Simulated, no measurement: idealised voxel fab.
Documented hereafter: the process module known as voxel local oxidation.
This is section cut - it's 175 nm across, gridded in 5 nm square cells.
Square cells in a grid make up a cross-section in this document, and the grid is given as bands, listed from the top down, each one or more rows of cells. Quick guide to a band line: top height, bottom height (nm) up front; then every material left to right with its width in nm. Only one material and it's marked "throughout"? Then it fills the band edge to edge. And "air" just means empty space. Height reference: 0 = level under which incoming wafer is all one material. Lowest band: no bottom, runs on downward, e.g. "from 0 down". Note: "30 to 40" means the width goes from the first number (top row of the band) to the second number (bottom row) in equal steps per row of cells. A step reported as "everything unchanged" is a step in which no cell of the cross-section changed. In "Fully sealed cavities" the enclosed voids are listed, meaning empty spaces of 8 cells or larger without any opening to the top. The form is width x height at distance, distance from the left edge, units nm. The remark found on a step's line after its settings is issued by the simulator itself and pertains to that step. overlay nm: where the mask lay relative to plan, measured to the right, on steps with a mask; negatives go left.

Set out below are the planned steps of the process:
1: RECEIVE: material Si
2: OXIDIZE: depth nm 5
3: CONFORMAL_DEP: material SiN, thk nm 15
4: PATTERN: tone cover, mask id ACTIVE, material resist, width nm 100, thk nm 15, overlay nm 0
5: DIRECTIONAL_ETCH: etch materials SiN, depth nm 15
6: STRIP: etch materials resist
7: SELECTIVE_ETCH: etch materials SiO2, depth nm 5
8: OXIDIZE: depth nm 10
9: STRIP: etch materials SiN
It is noted that the wafers described herein are identical at the outset and are distinguished by the depth nm of step 2; the value stated in the plan corresponds to the first wafer.

Cross-section of the first incoming wafer of several, state after step 1:
* from 0 down = Si throughout
* Fully sealed cavities: none

Heads up, this table goes wafer by wafer. A row tells you, at the end of the module, how many cells of each material that wafer has put on (+) or dropped (-) since it was received, and then its closed voids:
depth nm 5, -77 Si, +60 SiO2, Fully sealed cavities: none
depth nm 10, -70 Si, +53 SiO2, Fully sealed cavities: none
depth nm 15, -105 Si, +88 SiO2, Fully sealed cavities: none
depth nm 20, -140 Si, +123 SiO2, Fully sealed cavities: none
